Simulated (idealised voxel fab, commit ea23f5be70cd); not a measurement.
The following is a process module called voxel tone inversion.
cross-section cut | 220 nm wide | cells 5 nm
This document writes a cross-section as a grid whose cells are square, and gives it as bands, listed from the top down; one or more rows of cells form a band. Heights first: top, then bottom, in nm. Then materials, left to right, each with a width in nm. "all across" on a single material: fills the band edge to edge. "blank": empty space. Zero point of the height axis is 0; under it, received wafer = one material. Lowest band: continues down indefinitely, "z 0 and below". A width such as "30..40" changes by the same amount from each row of cells to the next, from the band's top row to its bottom row. What does "nothing changed" mean for a step? It means no cell of the cross-section changed in that step. Reported under the label "Unvented voids" are the empty spaces having no open way to the top and comprising 8 cells or more; the notation for each is width x height at distance, in which the distance is measured from the left edge and all three values are in nm. The remark found on a step's line after its settings is issued by the simulator itself and pertains to that step. On any step carrying a mask, the "overlay nm" setting, if present on the step's line, tells how far right of its planned place the mask lay; negative values point to the left.
# Steps in the process plan
1 RECEIVE (material Si)
2 CONFORMAL_DEP (material SiN; thk nm 10)
3 DIRECTIONAL_DEP (material polySi; thk nm 15)
4 PATTERN (tone cover; mask id POSTS; material resist; width nm 25; pitch nm 40; thk nm 20; overlay nm 0)
5 DIRECTIONAL_ETCH (etch materials polySi; depth nm 15)
6 STRIP (etch materials resist)
7 FILL_DEP (material SiO2; thk nm 10)
8 CMP (height nm 25)
9 STRIP (etch materials polySi)
# Cross-section of the wafer at receipt, which is the condition after step 1
  z 0 and below  Si all across
  Unvented voids: none
# Wafer cross-section at end of module: start and plan as shown above, one execution error
  z 25 to 10  SiO2 60  blank 15  SiO2 25  blank 15  SiO2 25  blank 15  SiO2 65
  z 10 to 0  SiN all across
  z 0 and below  Si all across
  Unvented voids: none
Deviation from plan: heads up, step 4 didn't go per plan, it actually ran as PATTERN (tone cover; mask id POSTS; material resist; width nm 15; pitch nm 40; thk nm 20; overlay nm 0)
